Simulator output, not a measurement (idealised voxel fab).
Title: Process Module voxel gate over fins
Pictured: cross-section cut, 275 nm wide, on a grid of 5 nm square cells.
This document writes a cross-section as a grid whose cells are square, and gives it as bands, listed from the top down; one or more rows of cells form a band. For a band, the entry starts with two heights in nm, that of the top and then that of the bottom, and carries on with the band's materials in order from left to right, each alongside its width in nm; the word "throughout" beside a single material means it fills the band edge to edge, and "blank" means empty space. Heights are reckoned from 0. Under this level, the received wafer is all of one material. The bottommost band is open-ended downward, for example "from 0 down". The notation "30 to 40" denotes a width that varies across the rows of cells in the band, beginning at the first number in the top row, finishing at the second number in the bottom row, and changing by an identical amount from each row to the next. Given "no modification" for a step, no cell of the cross-section differs between before and after that step. Each empty space that has no open way to the top and spans at least 8 cells appears under "Enclosed void listing" as width x height at distance, the distance counted from the left edge, all in nm. The remark found on a step's line after its settings is issued by the simulator itself and pertains to that step. overlay nm: for a step with a mask, the amount by which the mask lay right of where it was planned; a negative amount means left of it.
## Below is the list of planned process steps
1: RECEIVE: material Si
2: CONFORMAL_DEP: material SiN, thk nm 10
3: DIRECTIONAL_DEP: material aC, thk nm 15
4: PATTERN: tone cover, mask id FINS, material resist, width nm 15, pitch nm 50, thk nm 35, overlay nm 0
5: DIRECTIONAL_ETCH: etch materials aC, depth nm 15
6: STRIP: etch materials resist
7: DIRECTIONAL_ETCH: etch materials SiN, depth nm 10
8: DIRECTIONAL_ETCH: etch materials Si, depth nm 40
9: STRIP: etch materials aC
10: OXIDIZE: depth nm 5
11: FILL_DEP: material SiO2, thk nm 15
12: CMP: height nm 10
13: MASKED_ETCH: tone open, mask id RAIL, width nm 15, etch materials SiO2, depth nm 45, overlay nm 0
14: CONFORMAL_DEP: material TiN, thk nm 5
15: FILL_DEP: material W, thk nm 10
16: CMP: height nm 10
17: SELECTIVE_ETCH: etch materials W Ru TiN, depth nm 30
18: FILL_DEP: material SiO2, thk nm 5
19: CMP: height nm 10
20: SELECTIVE_ETCH: etch materials SiO2, depth nm 20
21: STRIP: etch materials SiN
22: CONFORMAL_DEP: material HfO2, thk nm 5
23: CONFORMAL_DEP: material TiN, thk nm 5
24: CONFORMAL_DEP: material TiAl, thk nm 5
25: CONFORMAL_DEP: material TiN, thk nm 5
26: FILL_DEP: material W, thk nm 15
27: CMP: height nm 30
28: CONFORMAL_DEP: material SiCN, thk nm 10
## Wafer cross-section on receipt, i.e. after step 1
> from 0 down  Si throughout
> Enclosed void listing: none
## first wafer at the end, as planned
> from 40 to 30  SiCN throughout
> from 30 to 20  W throughout
> from 20 to 15  90 W | 45 TiN | 5 W | 45 TiN | 90 W
> from 15 to 10  90 W | 5 TiN | 35 TiAl | 5 TiN | 5 W | 5 TiN | 35 TiAl | 5 TiN | 90 W
> from 10 to 5  95 TiN | 5 TiAl | 25 TiN | 5 TiAl | 15 TiN | 5 TiAl | 25 TiN | 5 TiAl | 95 TiN
> from 5 to 0  100 TiAl | 5 TiN | 15 HfO2 | 5 TiN | 25 TiAl | 5 TiN | 15 HfO2 | 5 TiN | 100 TiAl
> from 0 to -5  105 TiN | 5 HfO2 | 5 Si | 5 HfO2 | 35 TiN | 5 HfO2 | 5 Si | 5 HfO2 | 105 TiN
> from -5 to -10  110 HfO2 | 5 Si | 45 HfO2 | 5 Si | 110 HfO2
> from -10 to -20  110 SiO2 | 5 Si | 45 SiO2 | 5 Si | 110 SiO2
> from -20 to -30  110 SiO2 | 5 Si | 15 SiO2 | 5 TiN | 5 W | 5 TiN | 15 SiO2 | 5 Si | 110 SiO2
> from -30 to -35  110 SiO2 | 5 Si | 15 SiO2 | 15 TiN | 15 SiO2 | 5 Si | 110 SiO2
> from -35 to -45  110 SiO2 | 5 Si | 45 SiO2 | 5 Si | 110 SiO2
> from -45 down  Si throughout
> Enclosed void listing: none
## Cross-section at end of module for the second wafer of two, which matched the first in starting point and plan and differed by one mistake in its processing
> from 40 to 30  SiCN throughout
> from 30 to 20  W throughout
> from 20 to 15  90 W | 100 TiN | 85 W
> from 15 to 10  90 W | 5 TiN | 40 TiAl | 10 TiN | 40 TiAl | 5 TiN | 85 W
> from 10 to 5  95 TiN | 5 TiAl | 30 TiN | 5 TiAl | 10 TiN | 5 TiAl | 30 TiN | 5 TiAl | 90 TiN
> from 5 to 0  100 TiAl | 5 TiN | 20 HfO2 | 5 TiN | 20 TiAl | 5 TiN | 20 HfO2 | 5 TiN | 95 TiAl
> from 0 to -5  105 TiN | 5 HfO2 | 10 Si | 5 HfO2 | 30 TiN | 5 HfO2 | 10 Si | 5 HfO2 | 100 TiN
> from -5 to -10  110 HfO2 | 10 Si | 40 HfO2 | 10 Si | 105 HfO2
> from -10 to -20  110 SiO2 | 10 Si | 40 SiO2 | 10 Si | 105 SiO2
> from -20 to -30  110 SiO2 | 10 Si | 10 SiO2 | 5 TiN | 5 W | 5 TiN | 15 SiO2 | 10 Si | 105 SiO2
> from -30 to -35  110 SiO2 | 10 Si | 10 SiO2 | 15 TiN | 15 SiO2 | 10 Si | 105 SiO2
> from -35 to -45  110 SiO2 | 10 Si | 40 SiO2 | 10 Si | 105 SiO2
> from -45 down  Si throughout
> Enclosed void listing: none
Misprocessing identified: step 4 went in with a setting other than planned; the actual run was PATTERN: tone cover, mask id FINS, material resist, width nm 20, pitch nm 50, thk nm 35, overlay nm 0
Wrapping up, a cell-based count of both wafers puts the second over or under the first for these materials: Si +18, SiO2 -14, W -4
